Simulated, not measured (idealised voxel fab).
Process module under the name voxel released beams
165 nm wide, 5 nm square cells: that's cross-section cut.
In this document a cross-section is written as a grid of square cells. It is given as a series of bands, listed from the top down, and a band is one or more rows of cells.
Heights first: top, then bottom, in nm. Then materials, left to right, each with a width in nm. "full width" on a single material: fills the band edge to edge. "air": empty space.
Counting heights begins at 0, where everything beneath is, in the wafer as received, one material. The lowest band has no bottom; it goes on downwards, as "z 0 and below" shows.
So if you see something like "30 to 40" for the width, read it as the top row of the band sitting at the first number and the bottom row at the second, with every row in between moving by the same amount as the last.
A step reported as "nothing altered" is a step in which no cell of the cross-section changed.
The entry "Sealed voids" lists the empty spaces that cover at least 8 cells and have no open path to the top. Each is written as width x height at distance, where the distance is measured from the left edge and all three values are in nm.
On each step's line, the part that comes after the settings is the simulator's own comment on the step.
What "overlay nm" on a step's line means: if the step has a mask, that mask lay this far to the right of its planned place, or, when the value is negative, to the left.
The steps planned for the process are as follows:
1. RECEIVE [material Si]
2. CONFORMAL_DEP [material SiN] [thk nm 10]
3. DIRECTIONAL_DEP [material SiO2] [thk nm 15]
4. PATTERN [tone open] [mask id ANCHOR] [material resist] [width nm 40] [thk nm 15] [overlay nm 0]
5. DIRECTIONAL_ETCH [etch materials SiO2] [depth nm 15]
6. STRIP [etch materials resist]
7. CONFORMAL_DEP [material W] [thk nm 15]
8. DIRECTIONAL_DEP [material aC] [thk nm 10]
9. PATTERN [tone cover] [mask id BEAM] [material resist] [width nm 110] [thk nm 30] [overlay nm 0]
10. DIRECTIONAL_ETCH [etch materials aC] [depth nm 10]
11. STRIP [etch materials resist]
12. DIRECTIONAL_ETCH [etch materials W] [depth nm 15]
13. STRIP [etch materials aC]
14. STRIP [etch materials SiO2]
So, the first of our two wafers, run just as we planned it:
Cross-section of the wafer at receipt, which is the condition after step 1:
* z 0 and below = Si full width
* Sealed voids: none
Step 2 done - wafer cross-section:
* z 10 to 0 = SiN full width
* Below 0, no change.
Step 3 done - wafer cross-section:
* z 25 to 10 = SiO2 full width
* Below 10, no change.
Step 4 done - wafer cross-section:
* z 40 to 25 = 30 resist, then 40 air, then 95 resist
* Below 25, no change.
Step 5 done - wafer cross-section:
* z 40 to 25 = 30 resist, then 40 air, then 95 resist
* z 25 to 10 = 30 SiO2, then 40 air, then 95 SiO2
* Below 10, no change.
Step 6 done - wafer cross-section:
* z 25 to 10 = 30 SiO2, then 40 air, then 95 SiO2
* Below 10, no change.
Step 7 done - wafer cross-section:
* z 40 to 25 = 45 W, then 10 air, then 110 W
* z 25 to 10 = 30 SiO2, then 40 W, then 95 SiO2
* Below 10, no change.
Step 8 done - wafer cross-section:
* z 50 to 40 = 45 aC, then 10 air, then 110 aC
* z 40 to 35 = 45 W, then 10 air, then 110 W
* z 35 to 25 = 45 W, then 10 aC, then 110 W
* Below 25, no change.
Step 9 done - wafer cross-section:
* z 80 to 50 = 25 air, then 110 resist, then 30 air
* z 50 to 40 = 45 aC, then 10 resist, then 110 aC
* z 40 to 35 = 45 W, then 10 resist, then 110 W
* Below 35, no change.
Step 10 done - wafer cross-section:
* z 70 to 50 = 25 air, then 110 resist, then 30 air
* z 50 to 40 = 25 air, then 20 aC, then 10 resist, then 80 aC, then 30 air
* Below 40, no change.
Step 11 done - wafer cross-section:
* z 50 to 40 = 25 air, then 20 aC, then 10 air, then 80 aC, then 30 air
* z 40 to 35 = 45 W, then 10 air, then 110 W
* Below 35, no change.
Step 12 done - wafer cross-section:
* z 50 to 40 = 25 air, then 20 aC, then 10 air, then 80 aC, then 30 air
* z 40 to 35 = 25 air, then 20 W, then 10 air, then 80 W, then 30 air
* z 35 to 25 = 25 air, then 20 W, then 10 aC, then 80 W, then 30 air
* Below 25, no change.
Step 13 done - wafer cross-section:
* z 40 to 25 = 25 air, then 20 W, then 10 air, then 80 W, then 30 air
* Below 25, no change.
Step 14 done - wafer cross-section:
* z 40 to 25 = 25 air, then 20 W, then 10 air, then 80 W, then 30 air
* z 25 to 10 = 30 air, then 40 W, then 95 air
* Below 10, no change.
For the second wafer, take the first wafer's start and plan, then add one mistake made in running it; everything through step 1, that step included, is shared with the first:
The second wafer cut through, at the time step 2 was supposed to be finished:
* z 15 to 0 = SiO2 full width
* Below 0, no change.
The second wafer cut through, at the time step 3 was supposed to be finished:
* z 25 to 15 = SiN full width
* Below 15, no change.
The second wafer cut through, at the time step 4 was supposed to be finished:
* z 40 to 25 = 30 resist, then 40 air, then 95 resist
* Below 25, no change.
The second wafer cut through, at the time step 5 was supposed to be finished: nothing altered
The second wafer cut through, at the time step 6 was supposed to be finished:
* z 25 to 15 = SiN full width
* Below 15, no change.
The second wafer cut through, at the time step 7 was supposed to be finished:
* z 40 to 25 = W full width
* Below 25, no change.
The second wafer cut through, at the time step 8 was supposed to be finished:
* z 50 to 40 = aC full width
* Below 40, no change.
The second wafer cut through, at the time step 9 was supposed to be finished:
* z 80 to 50 = 25 air, then 110 resist, then 30 air
* Below 50, no change.
The second wafer cut through, at the time step 10 was supposed to be finished:
* z 70 to 50 = 25 air, then 110 resist, then 30 air
* z 50 to 40 = 25 air, then 110 aC, then 30 air
* Below 40, no change.
The second wafer cut through, at the time step 11 was supposed to be finished:
* z 50 to 40 = 25 air, then 110 aC, then 30 air
* Below 40, no change.
The second wafer cut through, at the time step 12 was supposed to be finished:
* z 50 to 40 = 25 air, then 110 aC, then 30 air
* z 40 to 25 = 25 air, then 110 W, then 30 air
* Below 25, no change.
The second wafer cut through, at the time step 13 was supposed to be finished:
* z 40 to 25 = 25 air, then 110 W, then 30 air
* Below 25, no change.
The second wafer cut through, at the time step 14 was supposed to be finished: nothing altered
What was the processing mistake? contrary to the plan, steps 2 and 3 were processed in exchanged order
Upon completion, the second wafer contains, in terms of cells, a greater or smaller amount of certain materials than the first wafer: +99 SiO2, -18 W
